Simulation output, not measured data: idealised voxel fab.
Process module under the name voxel gate over fins
155 nm wide, 5 nm square cells: that's cross-section cut.
Format of a cross-section: grid, square cells. Given as bands. Order: top down. Band: one or more rows of cells. Top, bottom (nm), then materials left to right with widths (nm); lone material tagged "full width" fills the whole band edge to edge; "blank" = empty space. Zero point of the height axis is 0; under it, received wafer = one material. Lowest band: continues down indefinitely, "0 -> down". A width such as "30..40" changes by the same amount from each row of cells to the next, from the band's top row to its bottom row. You'll sometimes find "nothing was modified" written for a step, and that's the way of saying that nowhere in the cross-section did a cell change during that step. "Closed void roster" lists enclosed empty spaces (at least 8 cells, no open path upward to the top), each as width x height at distance from the left edge, in nm. On each step's line, the part that comes after the settings is the simulator's own comment on the step. overlay nm: where the mask lay relative to plan, measured to the right, on steps with a mask; negatives go left. Pairs from here to the end. Each: cross-section before one process step, cross-section after it, the latter only as far down as the lowest band that changed. Under each: the step between, and its settings. Mind that the pairs may be taken from different runs of this module on the same starting wafer; whether a pair continues from the pair above depends on its entry headed "Pre-step condition", and it does only where that entry says so.

### Pre-step condition
10 -> 0  blank 20 nm; SiN 15 nm; blank 35 nm; SiN 15 nm; blank 35 nm; SiN 15 nm; blank 20 nm
0 -> -25  blank 20 nm; Si 15 nm; blank 35 nm; Si 15 nm; blank 35 nm; Si 15 nm; blank 20 nm
-25 -> down  Si full width
Closed void roster: none

### Post-Process View
15 -> 10  SiO2 full width
10 -> 0  SiO2 20 nm; SiN 15 nm; SiO2 35 nm; SiN 15 nm; SiO2 35 nm; SiN 15 nm; SiO2 20 nm
0 -> -25  SiO2 20 nm; Si 15 nm; SiO2 35 nm; Si 15 nm; SiO2 35 nm; Si 15 nm; SiO2 20 nm
Below -25 it's all the same as before, nothing changed down there.
Closed void roster: none
For reference, the processing step occurring between the two cross-sections presented above is as follows: op FILL_DEP | material SiO2 | thk nm 5

Pre-step condition: unchanged from the after cross-section in the pair immediately above; refer to that figure.

### Post-Process View
10 -> 0  SiO2 20 nm; SiN 15 nm; SiO2 35 nm; SiN 15 nm; SiO2 35 nm; SiN 15 nm; SiO2 20 nm
Below 0 it's all the same as before, nothing changed down there.
Closed void roster: none
For reference, the processing step occurring between the two cross-sections presented above is as follows: op CMP | height nm 10

Pre-step condition: unchanged from the after cross-section in the pair immediately above; refer to that figure.

### Post-Process View
20 -> 10  aC full width
Below 10 it's all the same as before, nothing changed down there.
Closed void roster: none
For reference, the processing step occurring between the two cross-sections presented above is as follows: op DIRECTIONAL_DEP | material aC | thk nm 10

Pre-step condition: unchanged from the after cross-section in the pair immediately above; refer to that figure.

### Post-Process View
50 -> 20  resist 45 nm; blank 15 nm; resist 95 nm
Below 20 it's all the same as before, nothing changed down there.
Closed void roster: none
For reference, the processing step occurring between the two cross-sections presented above is as follows: op PATTERN | tone open | mask id RAIL | material resist | width nm 15 | thk nm 30 | overlay nm 0

Pre-step condition: unchanged from the after cross-section in the pair immediately above; refer to that figure.

### Post-Process View
40 -> 20  resist 45 nm; blank 15 nm; resist 95 nm
20 -> 10  aC 45 nm; blank 15 nm; aC 95 nm
Below 10 it's all the same as before, nothing changed down there.
Closed void roster: none
For reference, the processing step occurring between the two cross-sections presented above is as follows: op DIRECTIONAL_ETCH | etch materials aC | depth nm 10

Pre-step condition: unchanged from the after cross-section in the pair immediately above; refer to that figure.

### Post-Process View
20 -> 10  aC 45 nm; blank 15 nm; aC 95 nm
Below 10 it's all the same as before, nothing changed down there.
Closed void roster: none
For reference, the processing step occurring between the two cross-sections presented above is as follows: op STRIP | etch materials resist

Pre-step condition: unchanged from the after cross-section in the pair immediately above; refer to that figure.

### Post-Process View
20 -> 10  aC 45 nm; blank 15 nm; aC 95 nm
10 -> 0  SiO2 20 nm; SiN 15 nm; SiO2 10 nm; blank 15 nm; SiO2 10 nm; SiN 15 nm; SiO2 35 nm; SiN 15 nm; SiO2 20 nm
0 -> -25  SiO2 20 nm; Si 15 nm; SiO2 10 nm; blank 15 nm; SiO2 10 nm; Si 15 nm; SiO2 35 nm; Si 15 nm; SiO2 20 nm
Below -25 it's all the same as before, nothing changed down there.
Closed void roster: none
For reference, the processing step occurring between the two cross-sections presented above is as follows: op DIRECTIONAL_ETCH | etch materials SiO2 | depth nm 40

Pre-step condition: unchanged from the after cross-section in the pair immediately above; refer to that figure.

### Post-Process View
10 -> 0  SiO2 20 nm; SiN 15 nm; SiO2 10 nm; blank 15 nm; SiO2 10 nm; SiN 15 nm; SiO2 35 nm; SiN 15 nm; SiO2 20 nm
Below 0 it's all the same as before, nothing changed down there.
Closed void roster: none
For reference, the processing step occurring between the two cross-sections presented above is as follows: op STRIP | etch materials aC

Pre-step condition: unchanged from the after cross-section in the pair immediately above; refer to that figure.

### Post-Process View
15 -> 10  TiN 50 nm; blank 5 nm; TiN 100 nm
10 -> 0  SiO2 20 nm; SiN 15 nm; SiO2 10 nm; TiN 5 nm; blank 5 nm; TiN 5 nm; SiO2 10 nm; SiN 15 nm; SiO2 35 nm; SiN 15 nm; SiO2 20 nm
0 -> -20  SiO2 20 nm; Si 15 nm; SiO2 10 nm; TiN 5 nm; blank 5 nm; TiN 5 nm; SiO2 10 nm; Si 15 nm; SiO2 35 nm; Si 15 nm; SiO2 20 nm
-20 -> -25  SiO2 20 nm; Si 15 nm; SiO2 10 nm; TiN 15 nm; SiO2 10 nm; Si 15 nm; SiO2 35 nm; Si 15 nm; SiO2 20 nm
Below -25 it's all the same as before, nothing changed down there.
Closed void roster: none
For reference, the processing step occurring between the two cross-sections presented above is as follows: op CONFORMAL_DEP | material TiN | thk nm 5

Pre-step condition: unchanged from the after cross-section in the pair immediately above; refer to that figure.

### Post-Process View
20 -> 15  W full width
15 -> 10  TiN 50 nm; W 5 nm; TiN 100 nm
10 -> 0  SiO2 20 nm; SiN 15 nm; SiO2 10 nm; TiN 5 nm; W 5 nm; TiN 5 nm; SiO2 10 nm; SiN 15 nm; SiO2 35 nm; SiN 15 nm; SiO2 20 nm
0 -> -20  SiO2 20 nm; Si 15 nm; SiO2 10 nm; TiN 5 nm; W 5 nm; TiN 5 nm; SiO2 10 nm; Si 15 nm; SiO2 35 nm; Si 15 nm; SiO2 20 nm
Below -20 it's all the same as before, nothing changed down there.
Closed void roster: none
For reference, the processing step occurring between the two cross-sections presented above is as follows: op FILL_DEP | material W | thk nm 5

Pre-step condition: unchanged from the after cross-section in the pair immediately above; refer to that figure.

### Post-Process View
10 -> 0  SiO2 20 nm; SiN 15 nm; SiO2 10 nm; TiN 5 nm; W 5 nm; TiN 5 nm; SiO2 10 nm; SiN 15 nm; SiO2 35 nm; SiN 15 nm; SiO2 20 nm
Below 0 it's all the same as before, nothing changed down there.
Closed void roster: none
For reference, the processing step occurring between the two cross-sections presented above is as follows: op CMP | height nm 10

Pre-step condition: unchanged from the after cross-section in the pair immediately above; refer to that figure.

### Post-Process View
10 -> 0  SiO2 20 nm; SiN 15 nm; SiO2 10 nm; blank 15 nm; SiO2 10 nm; SiN 15 nm; SiO2 35 nm; SiN 15 nm; SiO2 20 nm
0 -> -15  SiO2 20 nm; Si 15 nm; SiO2 10 nm; blank 15 nm; SiO2 10 nm; Si 15 nm; SiO2 35 nm; Si 15 nm; SiO2 20 nm
Below -15 it's all the same as before, nothing changed down there.
Closed void roster: none
For reference, the processing step occurring between the two cross-sections presented above is as follows: op SELECTIVE_ETCH | etch materials W Ru TiN | depth nm 25

Pre-step condition: unchanged from the after cross-section in the pair immediately above; refer to that figure.

### Post-Process View
15 -> 10  SiO2 full width
10 -> 0  SiO2 20 nm; SiN 15 nm; SiO2 35 nm; SiN 15 nm; SiO2 35 nm; SiN 15 nm; SiO2 20 nm
0 -> -15  SiO2 20 nm; Si 15 nm; SiO2 35 nm; Si 15 nm; SiO2 35 nm; Si 15 nm; SiO2 20 nm
Below -15 it's all the same as before, nothing changed down there.
Closed void roster: none
For reference, the processing step occurring between the two cross-sections presented above is as follows: op FILL_DEP | material SiO2 | thk nm 5

Pre-step condition: unchanged from the after cross-section in the pair immediately above; refer to that figure.

### Post-Process View
10 -> 0  SiO2 20 nm; SiN 15 nm; SiO2 35 nm; SiN 15 nm; SiO2 35 nm; SiN 15 nm; SiO2 20 nm
Below 0 it's all the same as before, nothing changed down there.
Closed void roster: none
For reference, the processing step occurring between the two cross-sections presented above is as follows: op CMP | height nm 10

Pre-step condition: unchanged from the after cross-section in the pair immediately above; refer to that figure.

### Post-Process View
10 -> 0  blank 20 nm; SiN 15 nm; blank 35 nm; SiN 15 nm; blank 35 nm; SiN 15 nm; blank 20 nm
0 -> -10  blank 20 nm; Si 15 nm; blank 35 nm; Si 15 nm; blank 35 nm; Si 15 nm; blank 20 nm
Below -10 it's all the same as before, nothing changed down there.
Closed void roster: none
For reference, the processing step occurring between the two cross-sections presented above is as follows: op SELECTIVE_ETCH | etch materials SiO2 | depth nm 20

Pre-step condition: unchanged from the after cross-section in the pair immediately above; refer to that figure.

### Post-Process View
0 -> -10  blank 20 nm; Si 15 nm; blank 35 nm; Si 15 nm; blank 35 nm; Si 15 nm; blank 20 nm
Below -10 it's all the same as before, nothing changed down there.
Closed void roster: none
For reference, the processing step occurring between the two cross-sections presented above is as follows: op STRIP | etch materials SiN

Pre-step condition: unchanged from the after cross-section in the pair immediately above; refer to that figure.

### Post-Process View
5 -> 0  blank 15 nm; HfO2 25 nm; blank 25 nm; HfO2 25 nm; blank 25 nm; HfO2 25 nm; blank 15 nm
0 -> -5  blank 15 nm; HfO2 5 nm; Si 15 nm; HfO2 5 nm; blank 25 nm; HfO2 5 nm; Si 15 nm; HfO2 5 nm; blank 25 nm; HfO2 5 nm; Si 15 nm; HfO2 5 nm; blank 15 nm
-5 -> -10  HfO2 20 nm; Si 15 nm; HfO2 35 nm; Si 15 nm; HfO2 35 nm; Si 15 nm; HfO2 20 nm
Below -10 it's all the same as before, nothing changed down there.
Closed void roster: none
For reference, the processing step occurring between the two cross-sections presented above is as follows: op CONFORMAL_DEP | material HfO2 | thk nm 5

Pre-step condition: unchanged from the after cross-section in the pair immediately above; refer to that figure.

### Post-Process View
10 -> 5  blank 10 nm; TiN 35 nm; blank 15 nm; TiN 35 nm; blank 15 nm; TiN 35 nm; blank 10 nm
5 -> 0  blank 10 nm; TiN 5 nm; HfO2 25 nm; TiN 5 nm; blank 15 nm; TiN 5 nm; HfO2 25 nm; TiN 5 nm; blank 15 nm; TiN 5 nm; HfO2 25 nm; TiN 5 nm; blank 10 nm
0 -> -5  TiN 15 nm; HfO2 5 nm; Si 15 nm; HfO2 5 nm; TiN 25 nm; HfO2 5 nm; Si 15 nm; HfO2 5 nm; TiN 25 nm; HfO2 5 nm; Si 15 nm; HfO2 5 nm; TiN 15 nm
Below -5 it's all the same as before, nothing changed down there.
Closed void roster: none
For reference, the processing step occurring between the two cross-sections presented above is as follows: op CONFORMAL_DEP | material TiN | thk nm 5

Pre-step condition: unchanged from the after cross-section in the pair immediately above; refer to that figure.

### Post-Process View
25 -> 10  W full width
10 -> 5  W 10 nm; TiN 35 nm; W 15 nm; TiN 35 nm; W 15 nm; TiN 35 nm; W 10 nm
5 -> 0  W 10 nm; TiN 5 nm; HfO2 25 nm; TiN 5 nm; W 15 nm; TiN 5 nm; HfO2 25 nm; TiN 5 nm; W 15 nm; TiN 5 nm; HfO2 25 nm; TiN 5 nm; W 10 nm
Below 0 it's all the same as before, nothing changed down there.
Closed void roster: none
For reference, the processing step occurring between the two cross-sections presented above is as follows: op FILL_DEP | material W | thk nm 15

Pre-step condition: unchanged from the after cross-section in the pair immediately above; refer to that figure.

### Post-Process View
20 -> 10  W full width
Below 10 it's all the same as before, nothing changed down there.
Closed void roster: none
For reference, the processing step occurring between the two cross-sections presented above is as follows: op CMP | height nm 20

Pre-step condition: unchanged from the after cross-section in the pair immediately above; refer to that figure.

### Post-Process View
30 -> 20  SiN full width
Below 20 it's all the same as before, nothing changed down there.
Closed void roster: none
For reference, the processing step occurring between the two cross-sections presented above is as follows: op CONFORMAL_DEP | material SiN | thk nm 10

### Pre-step condition
25 -> 10  aC full width
10 -> 0  SiN full width
0 -> down  Si full width
Closed void roster: none

### Post-Process View
60 -> 25  blank 20 nm; resist 20 nm; blank 30 nm; resist 20 nm; blank 30 nm; resist 20 nm; blank 15 nm
Below 25 it's all the same as before, nothing changed down there.
Closed void roster: none
For reference, the processing step occurring between the two cross-sections presented above is as follows: op PATTERN | tone cover | mask id FINS | material resist | width nm 20 | pitch nm 50 | thk nm 35 | overlay nm 0

Pre-step condition: unchanged from the after cross-section in the pair immediately above; refer to that figure.

### Post-Process View
45 -> 25  blank 20 nm; resist 20 nm; blank 30 nm; resist 20 nm; blank 30 nm; resist 20 nm; blank 15 nm
25 -> 10  blank 20 nm; aC 20 nm; blank 30 nm; aC 20 nm; blank 30 nm; aC 20 nm; blank 15 nm
Below 10 it's all the same as before, nothing changed down there.
Closed void roster: none
For reference, the processing step occurring between the two cross-sections presented above is as follows: op DIRECTIONAL_ETCH | etch materials aC | depth nm 15

Pre-step condition: unchanged from the after cross-section in the pair immediately above; refer to that figure.

### Post-Process View
25 -> 10  blank 20 nm; aC 20 nm; blank 30 nm; aC 20 nm; blank 30 nm; aC 20 nm; blank 15 nm
Below 10 it's all the same as before, nothing changed down there.
Closed void roster: none
For reference, the processing step occurring between the two cross-sections presented above is as follows: op STRIP | etch materials resist

Pre-step condition: unchanged from the after cross-section in the pair immediately above; refer to that figure.

### Post-Process View
25 -> 10  blank 20 nm; aC 20 nm; blank 30 nm; aC 20 nm; blank 30 nm; aC 20 nm; blank 15 nm
10 -> 0  blank 20 nm; SiN 20 nm; blank 30 nm; SiN 20 nm; blank 30 nm; SiN 20 nm; blank 15 nm
Below 0 it's all the same as before, nothing changed down there.
Closed void roster: none
For reference, the processing step occurring between the two cross-sections presented above is as follows: op DIRECTIONAL_ETCH | etch materials SiN | depth nm 10

Pre-step condition: unchanged from the after cross-section in the pair immediately above; refer to that figure.

### Post-Process View
25 -> 10  blank 20 nm; aC 20 nm; blank 30 nm; aC 20 nm; blank 30 nm; aC 20 nm; blank 15 nm
10 -> 0  blank 20 nm; SiN 20 nm; blank 30 nm; SiN 20 nm; blank 30 nm; SiN 20 nm; blank 15 nm
0 -> -35  blank 20 nm; Si 20 nm; blank 30 nm; Si 20 nm; blank 30 nm; Si 20 nm; blank 15 nm
Below -35 it's all the same as before, nothing changed down there.
Closed void roster: none
For reference, the processing step occurring between the two cross-sections presented above is as follows: op DIRECTIONAL_ETCH | etch materials Si | depth nm 35

Pre-step condition: unchanged from the after cross-section in the pair immediately above; refer to that figure.

### Post-Process View
10 -> 0  blank 20 nm; SiN 20 nm; blank 30 nm; SiN 20 nm; blank 30 nm; SiN 20 nm; blank 15 nm
Below 0 it's all the same as before, nothing changed down there.
Closed void roster: none
For reference, the processing step occurring between the two cross-sections presented above is as follows: op STRIP | etch materials aC

Pre-step condition: unchanged from the after cross-section in the pair immediately above; refer to that figure.

### Post-Process View
15 -> 10  SiO2 full width
10 -> 0  SiO2 20 nm; SiN 20 nm; SiO2 30 nm; SiN 20 nm; SiO2 30 nm; SiN 20 nm; SiO2 15 nm
0 -> -35  SiO2 20 nm; Si 20 nm; SiO2 30 nm; Si 20 nm; SiO2 30 nm; Si 20 nm; SiO2 15 nm
Below -35 it's all the same as before, nothing changed down there.
Closed void roster: none
For reference, the processing step occurring between the two cross-sections presented above is as follows: op FILL_DEP | material SiO2 | thk nm 5

Pre-step condition: unchanged from the after cross-section in the pair immediately above; refer to that figure.

### Post-Process View
10 -> 0  SiO2 20 nm; SiN 20 nm; SiO2 30 nm; SiN 20 nm; SiO2 30 nm; SiN 20 nm; SiO2 15 nm
Below 0 it's all the same as before, nothing changed down there.
Closed void roster: none
For reference, the processing step occurring between the two cross-sections presented above is as follows: op CMP | height nm 10

Pre-step condition: unchanged from the after cross-section in the pair immediately above; refer to that figure.

### Post-Process View
20 -> 10  aC full width
Below 10 it's all the same as before, nothing changed down there.
Closed void roster: none
For reference, the processing step occurring between the two cross-sections presented above is as follows: op DIRECTIONAL_DEP | material aC | thk nm 10

Pre-step condition: unchanged from the after cross-section in the pair immediately above; refer to that figure.

### Post-Process View
50 -> 20  resist 45 nm; blank 15 nm; resist 95 nm
Below 20 it's all the same as before, nothing changed down there.
Closed void roster: none
For reference, the processing step occurring between the two cross-sections presented above is as follows: op PATTERN | tone open | mask id RAIL | material resist | width nm 15 | thk nm 30 | overlay nm 0

Pre-step condition: unchanged from the after cross-section in the pair immediately above; refer to that figure.

### Post-Process View
40 -> 20  resist 45 nm; blank 15 nm; resist 95 nm
20 -> 10  aC 45 nm; blank 15 nm; aC 95 nm
Below 10 it's all the same as before, nothing changed down there.
Closed void roster: none
For reference, the processing step occurring between the two cross-sections presented above is as follows: op DIRECTIONAL_ETCH | etch materials aC | depth nm 10

Pre-step condition: unchanged from the after cross-section in the pair immediately above; refer to that figure.

### Post-Process View
20 -> 10  aC 45 nm; blank 15 nm; aC 95 nm
Below 10 it's all the same as before, nothing changed down there.
Closed void roster: none
For reference, the processing step occurring between the two cross-sections presented above is as follows: op STRIP | etch materials resist

Pre-step condition: unchanged from the after cross-section in the pair immediately above; refer to that figure.

### Post-Process View
20 -> 10  aC 45 nm; blank 15 nm; aC 95 nm
10 -> 0  SiO2 20 nm; SiN 20 nm; SiO2 5 nm; blank 15 nm; SiO2 10 nm; SiN 20 nm; SiO2 30 nm; SiN 20 nm; SiO2 15 nm
0 -> -30  SiO2 20 nm; Si 20 nm; SiO2 5 nm; blank 15 nm; SiO2 10 nm; Si 20 nm; SiO2 30 nm; Si 20 nm; SiO2 15 nm
Below -30 it's all the same as before, nothing changed down there.
Closed void roster: none
For reference, the processing step occurring between the two cross-sections presented above is as follows: op DIRECTIONAL_ETCH | etch materials SiO2 | depth nm 40

Pre-step condition: unchanged from the after cross-section in the pair immediately above; refer to that figure.

### Post-Process View
10 -> 0  SiO2 20 nm; SiN 20 nm; SiO2 5 nm; blank 15 nm; SiO2 10 nm; SiN 20 nm; SiO2 30 nm; SiN 20 nm; SiO2 15 nm
Below 0 it's all the same as before, nothing changed down there.
Closed void roster: none
For reference, the processing step occurring between the two cross-sections presented above is as follows: op STRIP | etch materials aC

Pre-step condition: unchanged from the after cross-section in the pair immediately above; refer to that figure.

### Post-Process View
15 -> 10  TiN 50 nm; blank 5 nm; TiN 100 nm
10 -> 0  SiO2 20 nm; SiN 20 nm; SiO2 5 nm; TiN 5 nm; blank 5 nm; TiN 5 nm; SiO2 10 nm; SiN 20 nm; SiO2 30 nm; SiN 20 nm; SiO2 15 nm
0 -> -25  SiO2 20 nm; Si 20 nm; SiO2 5 nm; TiN 5 nm; blank 5 nm; TiN 5 nm; SiO2 10 nm; Si 20 nm; SiO2 30 nm; Si 20 nm; SiO2 15 nm
-25 -> -30  SiO2 20 nm; Si 20 nm; SiO2 5 nm; TiN 15 nm; SiO2 10 nm; Si 20 nm; SiO2 30 nm; Si 20 nm; SiO2 15 nm
Below -30 it's all the same as before, nothing changed down there.
Closed void roster: none
For reference, the processing step occurring between the two cross-sections presented above is as follows: op CONFORMAL_DEP | material TiN | thk nm 5

Pre-step condition: unchanged from the after cross-section in the pair immediately above; refer to that figure.

### Post-Process View
20 -> 15  W full width
15 -> 10  TiN 50 nm; W 5 nm; TiN 100 nm
10 -> 0  SiO2 20 nm; SiN 20 nm; SiO2 5 nm; TiN 5 nm; W 5 nm; TiN 5 nm; SiO2 10 nm; SiN 20 nm; SiO2 30 nm; SiN 20 nm; SiO2 15 nm
0 -> -25  SiO2 20 nm; Si 20 nm; SiO2 5 nm; TiN 5 nm; W 5 nm; TiN 5 nm; SiO2 10 nm; Si 20 nm; SiO2 30 nm; Si 20 nm; SiO2 15 nm
Below -25 it's all the same as before, nothing changed down there.
Closed void roster: none
For reference, the processing step occurring between the two cross-sections presented above is as follows: op FILL_DEP | material W | thk nm 5

Pre-step condition: unchanged from the after cross-section in the pair immediately above; refer to that figure.

### Post-Process View
10 -> 0  SiO2 20 nm; SiN 20 nm; SiO2 5 nm; TiN 5 nm; W 5 nm; TiN 5 nm; SiO2 10 nm; SiN 20 nm; SiO2 30 nm; SiN 20 nm; SiO2 15 nm
Below 0 it's all the same as before, nothing changed down there.
Closed void roster: none
For reference, the processing step occurring between the two cross-sections presented above is as follows: op CMP | height nm 10

Pre-step condition: unchanged from the after cross-section in the pair immediately above; refer to that figure.

### Post-Process View
10 -> 0  SiO2 20 nm; SiN 20 nm; SiO2 5 nm; blank 15 nm; SiO2 10 nm; SiN 20 nm; SiO2 30 nm; SiN 20 nm; SiO2 15 nm
0 -> -15  SiO2 20 nm; Si 20 nm; SiO2 5 nm; blank 15 nm; SiO2 10 nm; Si 20 nm; SiO2 30 nm; Si 20 nm; SiO2 15 nm
Below -15 it's all the same as before, nothing changed down there.
Closed void roster: none
For reference, the processing step occurring between the two cross-sections presented above is as follows: op SELECTIVE_ETCH | etch materials W Ru TiN | depth nm 25

Pre-step condition: unchanged from the after cross-section in the pair immediately above; refer to that figure.

### Post-Process View
15 -> 10  SiO2 full width
10 -> 0  SiO2 20 nm; SiN 20 nm; SiO2 30 nm; SiN 20 nm; SiO2 30 nm; SiN 20 nm; SiO2 15 nm
0 -> -15  SiO2 20 nm; Si 20 nm; SiO2 30 nm; Si 20 nm; SiO2 30 nm; Si 20 nm; SiO2 15 nm
Below -15 it's all the same as before, nothing changed down there.
Closed void roster: none
For reference, the processing step occurring between the two cross-sections presented above is as follows: op FILL_DEP | material SiO2 | thk nm 5

Pre-step condition: unchanged from the after cross-section in the pair immediately above; refer to that figure.

### Post-Process View
10 -> 0  SiO2 20 nm; SiN 20 nm; SiO2 30 nm; SiN 20 nm; SiO2 30 nm; SiN 20 nm; SiO2 15 nm
Below 0 it's all the same as before, nothing changed down there.
Closed void roster: none
For reference, the processing step occurring between the two cross-sections presented above is as follows: op CMP | height nm 10

Pre-step condition: unchanged from the after cross-section in the pair immediately above; refer to that figure.

### Post-Process View
10 -> 0  blank 20 nm; SiN 20 nm; blank 30 nm; SiN 20 nm; blank 30 nm; SiN 20 nm; blank 15 nm
0 -> -10  blank 20 nm; Si 20 nm; blank 30 nm; Si 20 nm; blank 30 nm; Si 20 nm; blank 15 nm
Below -10 it's all the same as before, nothing changed down there.
Closed void roster: none
For reference, the processing step occurring between the two cross-sections presented above is as follows: op SELECTIVE_ETCH | etch materials SiO2 | depth nm 20

Pre-step condition: unchanged from the after cross-section in the pair immediately above; refer to that figure.

### Post-Process View
0 -> -10  blank 20 nm; Si 20 nm; blank 30 nm; Si 20 nm; blank 30 nm; Si 20 nm; blank 15 nm
Below -10 it's all the same as before, nothing changed down there.
Closed void roster: none
For reference, the processing step occurring between the two cross-sections presented above is as follows: op STRIP | etch materials SiN

Pre-step condition: unchanged from the after cross-section in the pair immediately above; refer to that figure.

### Post-Process View
5 -> 0  blank 15 nm; HfO2 30 nm; blank 20 nm; HfO2 30 nm; blank 20 nm; HfO2 30 nm; blank 10 nm
0 -> -5  blank 15 nm; HfO2 5 nm; Si 20 nm; HfO2 5 nm; blank 20 nm; HfO2 5 nm; Si 20 nm; HfO2 5 nm; blank 20 nm; HfO2 5 nm; Si 20 nm; HfO2 5 nm; blank 10 nm
-5 -> -10  HfO2 20 nm; Si 20 nm; HfO2 30 nm; Si 20 nm; HfO2 30 nm; Si 20 nm; HfO2 15 nm
Below -10 it's all the same as before, nothing changed down there.
Closed void roster: none
For reference, the processing step occurring between the two cross-sections presented above is as follows: op CONFORMAL_DEP | material HfO2 | thk nm 5

Pre-step condition: unchanged from the after cross-section in the pair immediately above; refer to that figure.

### Post-Process View
10 -> 5  blank 10 nm; TiN 40 nm; blank 10 nm; TiN 40 nm; blank 10 nm; TiN 40 nm; blank 5 nm
5 -> 0  blank 10 nm; TiN 5 nm; HfO2 30 nm; TiN 5 nm; blank 10 nm; TiN 5 nm; HfO2 30 nm; TiN 5 nm; blank 10 nm; TiN 5 nm; HfO2 30 nm; TiN 5 nm; blank 5 nm
0 -> -5  TiN 15 nm; HfO2 5 nm; Si 20 nm; HfO2 5 nm; TiN 20 nm; HfO2 5 nm; Si 20 nm; HfO2 5 nm; TiN 20 nm; HfO2 5 nm; Si 20 nm; HfO2 5 nm; TiN 10 nm
Below -5 it's all the same as before, nothing changed down there.
Closed void roster: none
For reference, the processing step occurring between the two cross-sections presented above is as follows: op CONFORMAL_DEP | material TiN | thk nm 5

Pre-step condition: unchanged from the after cross-section in the pair immediately above; refer to that figure.

### Post-Process View
25 -> 10  W full width
10 -> 5  W 10 nm; TiN 40 nm; W 10 nm; TiN 40 nm; W 10 nm; TiN 40 nm; W 5 nm
5 -> 0  W 10 nm; TiN 5 nm; HfO2 30 nm; TiN 5 nm; W 10 nm; TiN 5 nm; HfO2 30 nm; TiN 5 nm; W 10 nm; TiN 5 nm; HfO2 30 nm; TiN 5 nm; W 5 nm
Below 0 it's all the same as before, nothing changed down there.
Closed void roster: none
For reference, the processing step occurring between the two cross-sections presented above is as follows: op FILL_DEP | material W | thk nm 15

Pre-step condition: unchanged from the after cross-section in the pair immediately above; refer to that figure.

### Post-Process View
20 -> 10  W full width
Below 10 it's all the same as before, nothing changed down there.
Closed void roster: none
For reference, the processing step occurring between the two cross-sections presented above is as follows: op CMP | height nm 20

Pre-step condition: unchanged from the after cross-section in the pair immediately above; refer to that figure.

### Post-Process View
30 -> 20  SiN full width
Below 20 it's all the same as before, nothing changed down there.
Closed void roster: none
For reference, the processing step occurring between the two cross-sections presented above is as follows: op CONFORMAL_DEP | material SiN | thk nm 10

### Pre-step condition
20 -> 10  aC full width
10 -> 0  SiO2 20 nm; SiN 15 nm; SiO2 35 nm; SiN 15 nm; SiO2 35 nm; SiN 15 nm; SiO2 20 nm
0 -> -35  SiO2 20 nm; Si 15 nm; SiO2 35 nm; Si 15 nm; SiO2 35 nm; Si 15 nm; SiO2 20 nm
-35 -> down  Si full width
Closed void roster: none

### Post-Process View
50 -> 20  resist 40 nm; blank 15 nm; resist 100 nm
Below 20 it's all the same as before, nothing changed down there.
Closed void roster: none
For reference, the processing step occurring between the two cross-sections presented above is as follows: op PATTERN | tone open | mask id RAIL | material resist | width nm 15 | thk nm 30 | overlay nm -5

Pre-step condition: unchanged from the after cross-section in the pair immediately above; refer to that figure.

### Post-Process View
40 -> 20  resist 40 nm; blank 15 nm; resist 100 nm
20 -> 10  aC 40 nm; blank 15 nm; aC 100 nm
Below 10 it's all the same as before, nothing changed down there.
Closed void roster: none
For reference, the processing step occurring between the two cross-sections presented above is as follows: op DIRECTIONAL_ETCH | etch materials aC | depth nm 10

Pre-step condition: unchanged from the after cross-section in the pair immediately above; refer to that figure.

### Post-Process View
20 -> 10  aC 40 nm; blank 15 nm; aC 100 nm
Below 10 it's all the same as before, nothing changed down there.
Closed void roster: none
For reference, the processing step occurring between the two cross-sections presented above is as follows: op STRIP | etch materials resist

Pre-step condition: unchanged from the after cross-section in the pair immediately above; refer to that figure.

### Post-Process View
20 -> 10  aC 40 nm; blank 15 nm; aC 100 nm
10 -> 0  SiO2 20 nm; SiN 15 nm; SiO2 5 nm; blank 15 nm; SiO2 15 nm; SiN 15 nm; SiO2 35 nm; SiN 15 nm; SiO2 20 nm
0 -> -30  SiO2 20 nm; Si 15 nm; SiO2 5 nm; blank 15 nm; SiO2 15 nm; Si 15 nm; SiO2 35 nm; Si 15 nm; SiO2 20 nm
Below -30 it's all the same as before, nothing changed down there.
Closed void roster: none
For reference, the processing step occurring between the two cross-sections presented above is as follows: op DIRECTIONAL_ETCH | etch materials SiO2 | depth nm 40

Pre-step condition: unchanged from the after cross-section in the pair immediately above; refer to that figure.

### Post-Process View
10 -> 0  SiO2 20 nm; SiN 15 nm; SiO2 5 nm; blank 15 nm; SiO2 15 nm; SiN 15 nm; SiO2 35 nm; SiN 15 nm; SiO2 20 nm
Below 0 it's all the same as before, nothing changed down there.
Closed void roster: none
For reference, the processing step occurring between the two cross-sections presented above is as follows: op STRIP | etch materials aC

Pre-step condition: unchanged from the after cross-section in the pair immediately above; refer to that figure.

### Post-Process View
15 -> 10  TiN 45 nm; blank 5 nm; TiN 105 nm
10 -> 0  SiO2 20 nm; SiN 15 nm; SiO2 5 nm; TiN 5 nm; blank 5 nm; TiN 5 nm; SiO2 15 nm; SiN 15 nm; SiO2 35 nm; SiN 15 nm; SiO2 20 nm
0 -> -25  SiO2 20 nm; Si 15 nm; SiO2 5 nm; TiN 5 nm; blank 5 nm; TiN 5 nm; SiO2 15 nm; Si 15 nm; SiO2 35 nm; Si 15 nm; SiO2 20 nm
-25 -> -30  SiO2 20 nm; Si 15 nm; SiO2 5 nm; TiN 15 nm; SiO2 15 nm; Si 15 nm; SiO2 35 nm; Si 15 nm; SiO2 20 nm
Below -30 it's all the same as before, nothing changed down there.
Closed void roster: none
For reference, the processing step occurring between the two cross-sections presented above is as follows: op CONFORMAL_DEP | material TiN | thk nm 5

Pre-step condition: unchanged from the after cross-section in the pair immediately above; refer to that figure.

### Post-Process View
20 -> 15  W full width
15 -> 10  TiN 45 nm; W 5 nm; TiN 105 nm
10 -> 0  SiO2 20 nm; SiN 15 nm; SiO2 5 nm; TiN 5 nm; W 5 nm; TiN 5 nm; SiO2 15 nm; SiN 15 nm; SiO2 35 nm; SiN 15 nm; SiO2 20 nm
0 -> -25  SiO2 20 nm; Si 15 nm; SiO2 5 nm; TiN 5 nm; W 5 nm; TiN 5 nm; SiO2 15 nm; Si 15 nm; SiO2 35 nm; Si 15 nm; SiO2 20 nm
Below -25 it's all the same as before, nothing changed down there.
Closed void roster: none
For reference, the processing step occurring between the two cross-sections presented above is as follows: op FILL_DEP | material W | thk nm 5

Pre-step condition: unchanged from the after cross-section in the pair immediately above; refer to that figure.

### Post-Process View
10 -> 0  SiO2 20 nm; SiN 15 nm; SiO2 5 nm; TiN 5 nm; W 5 nm; TiN 5 nm; SiO2 15 nm; SiN 15 nm; SiO2 35 nm; SiN 15 nm; SiO2 20 nm
Below 0 it's all the same as before, nothing changed down there.
Closed void roster: none
For reference, the processing step occurring between the two cross-sections presented above is as follows: op CMP | height nm 10
